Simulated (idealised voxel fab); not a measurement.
process module | voxel double patterning
cross-section cut | 265 nm wide | cells 5 nm
A cross-section is a grid of square cells, given in bands from the top down. A band is one or more rows of cells.
Each band's line starts with the height of the band's top and of its bottom, in nm. Then come its materials from left to right, each with its width in nm. One material with "throughout" fills the band from edge to edge. "air" is empty space.
Height 0 is the level under which the wafer as received is all one material. The lowest band goes on downwards, as in "0 down".
A width such as "30 to 40" changes by the same amount from each row of cells to the next, from the band's top row to its bottom row.
"no change" after a step means that no cell of the cross-section changed.
closed voids: empty space of 8 cells or more with no open way to the top, each as width x height at its distance from the left edge, in nm
after a step's settings: what the simulator itself notes on the step
overlay nm, on a step with a mask: how far to the right of its planned place the mask lay; to the left if negative
plan
1 op RECEIVE | material Si
2 op CONFORMAL_DEP | material SiO2 | thk nm 5
3 op DIRECTIONAL_DEP | material W | thk nm 15
4 op DIRECTIONAL_DEP | material SiCN | thk nm 10
5 op PATTERN | tone open | mask id FIRST | material resist | width nm 15 | pitch nm 50 | thk nm 20 | overlay nm 0
6 op DIRECTIONAL_ETCH | etch materials SiCN | depth nm 10
7 op STRIP | etch materials resist
8 op MASKED_ETCH | tone open | mask id SECOND | width nm 15 | pitch nm 50 | etch materials SiCN | depth nm 10 | overlay nm 0
9 op DIRECTIONAL_ETCH | etch materials W | depth nm 15
10 op STRIP | etch materials SiCN
varied across the wafers: width nm of step 5. The plan shows the first wafer's value. All wafers start alike
first wafer as received, after step 1
  0 down: Si throughout
  closed voids: none
each wafer at the end: cells of each material gained (+) or lost (-) since it was received, then its closed voids
width nm 15 | +53 SiO2 | +114 W | closed voids: none
width nm 20 | +53 SiO2 | +105 W | closed voids: none
width nm 25 | +53 SiO2 | +96 W | closed voids: none
width nm 30 | +53 SiO2 | +87 W | closed voids: none
